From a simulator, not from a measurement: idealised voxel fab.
Proc. module: voxel gate over fins
Section cut is 220 nm wide and gridded with 5 nm square cells.
In this document a cross-section is written as a grid of square cells. It is given as a series of bands, listed from the top down, and a band is one or more rows of cells. It is stipulated that each band's entry specify, in nanometres, the height of the top of the band and then that of its bottom, followed by the materials of the band in left-to-right sequence, each together with its width in nanometres. A single material marked by the word "throughout" is understood to fill the band from edge to edge; the word "blank" is understood to denote empty space. Beneath 0, the wafer as received is one material, and that level is where height counting begins. The lowest band goes on downward without a bottom; it is written like "z 0 and below". Width "30 to 40": first value at the band's top row of cells, second value at its bottom row, equal change from row to row. Key: "no change occurred" - step with no changed cell in the cross-section. "Enclosed internal cavities" specifies each empty space that is not open to the top and that occupies no fewer than 8 cells, using the form width x height at distance, the distance measured from the left edge and all three quantities in nm. Formally, on a step line, whatever follows the settings is a remark that the simulator itself makes on the step. overlay nm: right-of-plan distance of the mask on a masked step; negative values mean left-of-plan.
The following list gives the planned process steps:
1) op RECEIVE | material Si
2) op CONFORMAL_DEP | material SiN | thk nm 10
3) op PATTERN | tone cover | mask id FINS | material resist | width nm 15 | pitch nm 55 | thk nm 15 | overlay nm 0
4) op DIRECTIONAL_ETCH | etch materials SiN | depth nm 10
5) op DIRECTIONAL_ETCH | etch materials Si | depth nm 30
6) op STRIP | etch materials resist
7) op FILL_DEP | material SiO2 | thk nm 5
8) op CMP | height nm 10
9) op PATTERN | tone open | mask id RAIL | material resist | width nm 15 | thk nm 20 | overlay nm 0
10) op DIRECTIONAL_ETCH | etch materials SiO2 | depth nm 35
11) op STRIP | etch materials resist
12) op CONFORMAL_DEP | material TiN | thk nm 5
13) op FILL_DEP | material W | thk nm 5
14) op CMP | height nm 10
15) op SELECTIVE_ETCH | etch materials W Ru TiN | depth nm 30
16) op FILL_DEP | material SiO2 | thk nm 5
17) op CMP | height nm 10
18) op SELECTIVE_ETCH | etch materials SiO2 | depth nm 20
19) op STRIP | etch materials SiN
20) op CONFORMAL_DEP | material HfO2 | thk nm 5
21) op CONFORMAL_DEP | material TiN | thk nm 5
22) op FILL_DEP | material W | thk nm 15
23) op CMP | height nm 20
24) op CONFORMAL_DEP | material SiCN | thk nm 10
Shown in cross-section is the wafer as received, that is, as it stands after step 1:
  z 0 and below  Si throughout
  Enclosed internal cavities: none
Starting structure and process plan are as shown above, but one mistake was made in running the module; the wafer cross-section at the end of the module follows:
  z 30 to 20  SiCN throughout
  z 20 to 10  W throughout
  z 10 to 5  W: 35, TiN: 35, W: 20, TiN: 35, W: 20, TiN: 35, W: 40
  z 5 to 0  W: 35, TiN: 5, HfO2: 25, TiN: 5, W: 20, TiN: 5, HfO2: 25, TiN: 5, W: 20, TiN: 5, HfO2: 25, TiN: 5, W: 40
  z 0 to -10  W: 35, TiN: 5, HfO2: 5, Si: 15, HfO2: 5, TiN: 5, W: 20, TiN: 5, HfO2: 5, Si: 15, HfO2: 5, TiN: 5, W: 20, TiN: 5, HfO2: 5, Si: 15, HfO2: 5, TiN: 5, W: 40
  z -10 to -20  W: 35, TiN: 5, HfO2: 5, Si: 15, HfO2: 5 to 30, TiN: 30 to 5, HfO2: 5, Si: 15, HfO2: 5, TiN: 5, W: 20, TiN: 5, HfO2: 5, Si: 15, HfO2: 5, TiN: 5, W: 40
  z -20 to -25  TiN: 40, HfO2: 5, Si: 15, HfO2: 10, TiN: 15, HfO2: 5, TiN: 5, HfO2: 5, Si: 15, HfO2: 5, TiN: 30, HfO2: 5, Si: 15, HfO2: 5, TiN: 45
  z -25 to -30  HfO2: 45, Si: 15, HfO2: 15, SiO2: 5, HfO2: 20, Si: 15, HfO2: 40, Si: 15, HfO2: 50
  z -30 and below  Si throughout
  Enclosed internal cavities: none
Nonconformance to the process plan: it should be noted that step 18 of the plan was executed twice
